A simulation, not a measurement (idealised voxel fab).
Documented hereafter: the process module known as voxel wiring stack.
FYI the section here is cut, 195 nm wide, cells are 5 nm squares.
Heads up, the way a cross-section reads in here is a grid of square cells, handed over as bands from the top down, with every band being one or more rows of cells.
The entry gives the band's vertical extent as a top height and a bottom height in nm, then its horizontal make-up as materials from left to right, each with a width in nm. "empty" stands for empty space; a single material marked "full width" fills the band edge to edge.
Convention: height 0 is the level below which the wafer, as received, is all one material. The lowest band does not terminate at the bottom but continues downward, represented as "0..down".
Top row gets the first number, bottom row gets the second, and each row in between changes by the same step: that is how a band width like "30..40" works.
"nothing was modified" means the step left every cell of the cross-section as it was.
The list in "Fully sealed cavities" covers empty spaces of 8 cells or more that cannot reach the top through any open way, and it gives each as width x height at distance; the distance is from the left edge, and width, height and distance are in nm.
Past the settings on a step's line: simulator remark, on that step.
What "overlay nm" on a step's line means: if the step has a mask, that mask lay this far to the right of its planned place, or, when the value is negative, to the left.

List of planned process steps:
1,RECEIVE [material Si]
2,CONFORMAL_DEP [material SiO2] [thk nm 15]
3,DIRECTIONAL_DEP [material TiN] [thk nm 5]
4,DIRECTIONAL_DEP [material Ru] [thk nm 20]
5,PATTERN [tone cover] [mask id METAL_1] [material resist] [width nm 20] [pitch nm 45] [thk nm 20] [overlay nm 0]
6,DIRECTIONAL_ETCH [etch materials Ru] [depth nm 20]
7,DIRECTIONAL_ETCH [etch materials TiN] [depth nm 5]
8,STRIP [etch materials resist]
9,FILL_DEP [material lowk] [thk nm 10]
10,CMP [height nm 40]
11,CONFORMAL_DEP [material SiCN] [thk nm 5]
12,DIRECTIONAL_DEP [material lowk] [thk nm 15]
13,DIRECTIONAL_DEP [material aC] [thk nm 15]
14,PATTERN [tone open] [mask id PLUG_1] [material resist] [width nm 15] [pitch nm 45] [thk nm 35] [overlay nm 0]
15,DIRECTIONAL_ETCH [etch materials aC] [depth nm 15]
16,STRIP [etch materials resist]
17,DIRECTIONAL_ETCH [etch materials lowk] [depth nm 15]
18,DIRECTIONAL_ETCH [etch materials SiCN] [depth nm 5]
19,STRIP [etch materials aC]
20,EPI [material Ru] [thk nm 10]
21,EPI [material Ru] [thk nm 10]
22,CONFORMAL_DEP [material SiN] [thk nm 5]
23,DIRECTIONAL_DEP [material SiO2] [thk nm 15]
24,DIRECTIONAL_DEP [material aC] [thk nm 10]
25,PATTERN [tone open] [mask id METAL_2] [material resist] [width nm 20] [pitch nm 45] [thk nm 30] [overlay nm 0]
26,DIRECTIONAL_ETCH [etch materials aC] [depth nm 10]
27,STRIP [etch materials resist]
28,DIRECTIONAL_ETCH [etch materials SiO2] [depth nm 15]
29,DIRECTIONAL_ETCH [etch materials SiN] [depth nm 5]
30,STRIP [etch materials aC]
31,CONFORMAL_DEP [material TiN] [thk nm 5]
32,FILL_DEP [material Cu] [thk nm 10]
33,CMP [height nm 80]
34,CONFORMAL_DEP [material SiCN] [thk nm 5]
35,DIRECTIONAL_DEP [material lowk] [thk nm 30]
36,DIRECTIONAL_DEP [material aC] [thk nm 15]
37,PATTERN [tone open] [mask id METAL_3] [material resist] [width nm 20] [pitch nm 45] [thk nm 35] [overlay nm 0]
38,DIRECTIONAL_ETCH [etch materials aC] [depth nm 15]
39,STRIP [etch materials resist]
40,DIRECTIONAL_ETCH [etch materials lowk] [depth nm 15]
41,STRIP [etch materials aC]
42,MASKED_ETCH [tone open] [mask id METAL_3_HOLES] [width nm 15] [pitch nm 45] [etch materials lowk] [depth nm 15] [overlay nm 0]
43,MASKED_ETCH [tone open] [mask id METAL_3_HOLES] [width nm 15] [pitch nm 45] [etch materials SiCN] [depth nm 5] [overlay nm 0]
44,CONFORMAL_DEP [material TiN] [thk nm 5]
45,FILL_DEP [material Cu] [thk nm 5]
46,CMP [height nm 115]
47,CONFORMAL_DEP [material SiCN] [thk nm 5]
48,DIRECTIONAL_DEP [material lowk] [thk nm 10]
49,MASKED_ETCH [tone open] [mask id PLUG_3] [width nm 15] [pitch nm 45] [etch materials lowk] [depth nm 10] [overlay nm 0]
50,MASKED_ETCH [tone open] [mask id PLUG_3] [width nm 15] [pitch nm 45] [etch materials SiCN] [depth nm 5] [overlay nm 0]
51,CONFORMAL_DEP [material TiN] [thk nm 5]
52,FILL_DEP [material Cu] [thk nm 5]
53,CMP [height nm 130]
54,CONFORMAL_DEP [material SiCN] [thk nm 5]
55,DIRECTIONAL_DEP [material SiO2] [thk nm 25]
56,DIRECTIONAL_DEP [material aC] [thk nm 10]
57,PATTERN [tone open] [mask id METAL_4] [material resist] [width nm 20] [pitch nm 45] [thk nm 25] [overlay nm 0]
58,DIRECTIONAL_ETCH [etch materials aC] [depth nm 10]
59,STRIP [etch materials resist]
60,DIRECTIONAL_ETCH [etch materials SiO2] [depth nm 25]
61,DIRECTIONAL_ETCH [etch materials SiCN] [depth nm 5]
62,STRIP [etch materials aC]
63,CONFORMAL_DEP [material TiN] [thk nm 5]
64,FILL_DEP [material Cu] [thk nm 5]
65,CMP [height nm 160]
66,CONFORMAL_DEP [material SiCN] [thk nm 5]

Wafer cross-section on receipt, i.e. after step 1:
- 0..down = Si full width
- Fully sealed cavities: none

Wafer at module end, in section. Began as above, planned as above, run with one mistake:
- 165..160 = SiCN full width
- 160..135 = 40 SiO2 | 5 TiN | 10 Cu | 5 TiN | 25 SiO2 | 5 TiN | 10 Cu | 5 TiN | 25 SiO2 | 5 TiN | 10 Cu | 5 TiN | 45 SiO2
- 135..130 = 40 SiCN | 20 TiN | 25 SiCN | 20 TiN | 25 SiCN | 20 TiN | 45 SiCN
- 130..125 = Cu full width
- 125..120 = 45 TiN | 5 Cu | 40 TiN | 5 Cu | 40 TiN | 5 Cu | 55 TiN
- 120..115 = 40 SiCN | 15 TiN | 30 SiCN | 15 TiN | 30 SiCN | 15 TiN | 50 SiCN
- 115..105 = 40 lowk | 5 TiN | 10 Cu | 5 TiN | 25 lowk | 5 TiN | 10 Cu | 5 TiN | 25 lowk | 5 TiN | 10 Cu | 5 TiN | 45 lowk
- 105..100 = 40 lowk | 5 TiN | 5 Cu | 10 TiN | 25 lowk | 5 TiN | 5 Cu | 10 TiN | 25 lowk | 5 TiN | 5 Cu | 10 TiN | 45 lowk
- 100..85 = 40 lowk | 5 TiN | 5 Cu | 5 TiN | 30 lowk | 5 TiN | 5 Cu | 5 TiN | 30 lowk | 5 TiN | 5 Cu | 5 TiN | 50 lowk
- 85..80 = 40 SiCN | 15 TiN | 30 SiCN | 15 TiN | 30 SiCN | 15 TiN | 50 SiCN
- 80..65 = 40 SiO2 | 5 TiN | 10 Cu | 5 TiN | 25 SiO2 | 5 TiN | 10 Cu | 5 TiN | 25 SiO2 | 5 TiN | 10 Cu | 5 TiN | 45 SiO2
- 65..60 = 40 SiN | 20 TiN | 25 SiN | 20 TiN | 25 SiN | 20 TiN | 45 SiN
- 60..45 = 40 lowk | 15 Ru | 30 lowk | 15 Ru | 30 lowk | 15 Ru | 50 lowk
- 45..40 = 40 SiCN | 15 Ru | 30 SiCN | 15 Ru | 30 SiCN | 15 Ru | 50 SiCN
- 40..20 = 40 lowk | 20 Ru | 25 lowk | 20 Ru | 25 lowk | 20 Ru | 45 lowk
- 20..15 = 40 lowk | 20 TiN | 25 lowk | 20 TiN | 25 lowk | 20 TiN | 45 lowk
- 15..0 = SiO2 full width
- 0..down = Si full width
- Fully sealed cavities: none
The mistake made against the process plan was this: skipped: plan step 48 (never run)
